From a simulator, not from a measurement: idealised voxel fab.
The document below concerns the process module designated voxel gate over fins.
It is cross-section cut that appears here, measuring 190 nm in width, its square cells being 5 nm in size.
In what follows, cross-sections appear as grids of square cells, described through bands that run from the top down, where every band is one or more rows of cells.
Band: top height; bottom height; in nm. Then, left to right: material with width in nm, for each material. "full width": a single material spanning edge to edge. "empty": empty space.
Where do heights start? At 0: under that level the wafer as delivered is made of one material only. And the lowest band has no floor; it just carries on downward, as in "0 and below".
Top row gets the first number, bottom row gets the second, and each row in between changes by the same step: that is how a band width like "30->40" works.
Basically "no alteration" means that step didn't change any cell in the cross-section.
"Unvented internal voids" enumerates empty spaces isolated from the top, with no open way to it, that contain at least 8 cells, giving each as width x height at distance from the left edge, all three in nm.
Read whatever lies past the settings on a step's line as the simulator's own remark about the step.
overlay nm: step with mask; distance mask lay right of planned place; negative value = left of planned place.

[The following list gives the planned process steps]
1) op RECEIVE | material Si
2) op CONFORMAL_DEP | material SiN | thk nm 10
3) op PATTERN | tone cover | mask id FINS | material resist | width nm 15 | pitch nm 50 | thk nm 20 | overlay nm 0
4) op DIRECTIONAL_ETCH | etch materials SiN | depth nm 10
5) op DIRECTIONAL_ETCH | etch materials Si | depth nm 30
6) op STRIP | etch materials resist
7) op FILL_DEP | material SiO2 | thk nm 5
8) op CMP | height nm 10
9) op PATTERN | tone open | mask id RAIL | material resist | width nm 15 | thk nm 15 | overlay nm 0
10) op DIRECTIONAL_ETCH | etch materials SiO2 | depth nm 35
11) op STRIP | etch materials resist
12) op CONFORMAL_DEP | material TiN | thk nm 5
13) op FILL_DEP | material Ru | thk nm 5
14) op CMP | height nm 10
15) op SELECTIVE_ETCH | etch materials W Ru TiN | depth nm 25
16) op FILL_DEP | material SiO2 | thk nm 5
17) op CMP | height nm 10
18) op SELECTIVE_ETCH | etch materials SiO2 | depth nm 20
19) op STRIP | etch materials SiN
20) op CONFORMAL_DEP | material HfO2 | thk nm 5
21) op CONFORMAL_DEP | material TiN | thk nm 5
22) op FILL_DEP | material W | thk nm 10
23) op CMP | height nm 15
24) op CONFORMAL_DEP | material SiCN | thk nm 10

[Incoming wafer in cross-section (state: after step 1)]
- 0 and below  Si full width
- Unvented internal voids: none

[Final wafer profile in cross-section after the module, from the same start and plan as above, with one mistake made during processing]
- 25 down to 15  SiCN full width
- 15 down to 5  W full width
- 5 down to 0  55 of W  25 of TiN  25 of W  25 of TiN  60 of W
- 0 down to -5  55 of W  5 of TiN  15 of Si  5 of TiN  25 of W  5 of TiN  15 of Si  5 of TiN  60 of W
- -5 down to -10  60 of TiN  15 of Si  35 of TiN  15 of Si  65 of TiN
- -10 down to -15  60 of SiO2  15 of Si  35 of SiO2  15 of Si  65 of SiO2
- -15 down to -20  60 of SiO2  15 of Si  10 of SiO2  5 of TiN  5 of Ru  5 of TiN  10 of SiO2  15 of Si  65 of SiO2
- -20 down to -25  60 of SiO2  15 of Si  10 of SiO2  15 of TiN  10 of SiO2  15 of Si  65 of SiO2
- -25 down to -30  60 of SiO2  15 of Si  35 of SiO2  15 of Si  65 of SiO2
- -30 and below  Si full width
- Unvented internal voids: none
The mistake made against the process plan was this: yeah, step 20 of the plan got skipped, never ran
